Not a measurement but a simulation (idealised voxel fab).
The process module that follows is named voxel self aligned vias.
The cross-section on display is named cut; it measures 280 nm wide, and its cells are 5 nm squares.
Cross-section spec: square-cell grid; bands listed top down; each band is one or more rows.
Band entry format. Leading values: height of top, height of bottom, nm. Remainder: materials in left-to-right order, each with its width in nm. Special words: "all across" on a single material, which then fills the band edge to edge; "empty", empty space.
Heights from 0 (as-received wafer is one material below). Bottom band endless downward, as "0..down".
So if you see something like "30 to 40" for the width, read it as the top row of the band sitting at the first number and the bottom row at the second, with every row in between moving by the same amount as the last.
Where the words "no change occurred" appear for a step, the cross-section shows no cell changed by that step; every cell remained as before.
"Unvented internal voids" specifies each empty space that is not open to the top and that occupies no fewer than 8 cells, using the form width x height at distance, the distance measured from the left edge and all three quantities in nm.
It should be noted that, on the line of a given step, the content following the step's settings is a remark produced by the simulator itself with respect to that step.
You can add "overlay nm" to a step's line. For a step with a mask, it describes how far the mask lay to the right of its planned position, and a negative number describes a lay to the left.

Process steps foreseen in the plan:
| 1 | RECEIVE with material Si |
| 2 | CONFORMAL_DEP with material SiO2, thk nm 15 |
| 3 | CONFORMAL_DEP with material SiCN, thk nm 5 |
| 4 | DIRECTIONAL_DEP with material SiO2, thk nm 25 |
| 5 | DIRECTIONAL_DEP with material aC, thk nm 10 |
| 6 | PATTERN with tone open, mask id LINES, material resist, width nm 30, pitch nm 60, thk nm 25, overlay nm 0 |
| 7 | DIRECTIONAL_ETCH with etch materials aC, depth nm 10 |
| 8 | STRIP with etch materials resist |
| 9 | DIRECTIONAL_ETCH with etch materials SiO2, depth nm 25 |
| 10 | STRIP with etch materials aC |
| 11 | CONFORMAL_DEP with material TiN, thk nm 5 |
| 12 | FILL_DEP with material Ru, thk nm 10 |
| 13 | CMP with height nm 45 |
| 14 | SELECTIVE_ETCH with etch materials W Ru TiN, depth nm 5 |
| 15 | FILL_DEP with material SiN, thk nm 10 |
| 16 | CMP with height nm 45 |
| 17 | DIRECTIONAL_DEP with material SiO2, thk nm 20 |
| 18 | DIRECTIONAL_DEP with material aC, thk nm 15 |
| 19 | PATTERN with tone open, mask id VIAS, material resist, width nm 40, pitch nm 120, thk nm 35, overlay nm 0 |
| 20 | DIRECTIONAL_ETCH with etch materials aC, depth nm 15 |
| 21 | STRIP with etch materials resist |
| 22 | DIRECTIONAL_ETCH with etch materials SiO2, depth nm 20 |
| 23 | DIRECTIONAL_ETCH with etch materials SiN, depth nm 5 |
| 24 | STRIP with etch materials aC |
| 25 | CONFORMAL_DEP with material TiN, thk nm 5 |
| 26 | FILL_DEP with material Ru, thk nm 5 |
| 27 | CMP with height nm 65 |
| 28 | CONFORMAL_DEP with material SiCN, thk nm 5 |

Received-state cross-section, reflecting completion of step 1:
* 0..down | Si all across
* Unvented internal voids: none

As-planned run: cross-section of the first of two wafers at end of module:
* 70..65 | SiCN all across
* 65..50 | 60 nm SiO2 | 5 nm TiN | 30 nm Ru | 5 nm TiN | 80 nm SiO2 | 5 nm TiN | 30 nm Ru | 5 nm TiN | 60 nm SiO2
* 50..45 | 60 nm SiO2 | 10 nm TiN | 20 nm Ru | 10 nm TiN | 80 nm SiO2 | 10 nm TiN | 20 nm Ru | 10 nm TiN | 60 nm SiO2
* 45..40 | 65 nm SiO2 | 30 nm TiN | 30 nm SiO2 | 30 nm SiN | 30 nm SiO2 | 30 nm TiN | 65 nm SiO2
* 40..25 | 65 nm SiO2 | 5 nm TiN | 20 nm Ru | 5 nm TiN | 30 nm SiO2 | 5 nm TiN | 20 nm Ru | 5 nm TiN | 30 nm SiO2 | 5 nm TiN | 20 nm Ru | 5 nm TiN | 65 nm SiO2
* 25..20 | 65 nm SiO2 | 30 nm TiN | 30 nm SiO2 | 30 nm TiN | 30 nm SiO2 | 30 nm TiN | 65 nm SiO2
* 20..15 | SiCN all across
* 15..0 | SiO2 all across
* 0..down | Si all across
* Unvented internal voids: none

Here's the second of our two wafers sectioned at module end. Same start as the first, same plan, but one mistake got made running it:
* 70..65 | SiCN all across
* 65..50 | 65 nm SiO2 | 5 nm TiN | 30 nm Ru | 5 nm TiN | 80 nm SiO2 | 5 nm TiN | 30 nm Ru | 5 nm TiN | 55 nm SiO2
* 50..45 | 65 nm SiO2 | 5 nm TiN | 20 nm Ru | 15 nm TiN | 80 nm SiO2 | 5 nm TiN | 20 nm Ru | 15 nm TiN | 55 nm SiO2
* 45..40 | 65 nm SiO2 | 30 nm TiN | 30 nm SiO2 | 30 nm SiN | 30 nm SiO2 | 30 nm TiN | 65 nm SiO2
* 40..25 | 65 nm SiO2 | 5 nm TiN | 20 nm Ru | 5 nm TiN | 30 nm SiO2 | 5 nm TiN | 20 nm Ru | 5 nm TiN | 30 nm SiO2 | 5 nm TiN | 20 nm Ru | 5 nm TiN | 65 nm SiO2
* 25..20 | 65 nm SiO2 | 30 nm TiN | 30 nm SiO2 | 30 nm TiN | 30 nm SiO2 | 30 nm TiN | 65 nm SiO2
* 20..15 | SiCN all across
* 15..0 | SiO2 all across
* 0..down | Si all across
* Unvented internal voids: none
Nonconformance to the process plan: note that step 19 departed from the planned setting and was carried out as PATTERN with tone open, mask id VIAS, material resist, width nm 40, pitch nm 120, thk nm 35, overlay nm 5
Both wafers, final: cells per material equal; arrangement not.
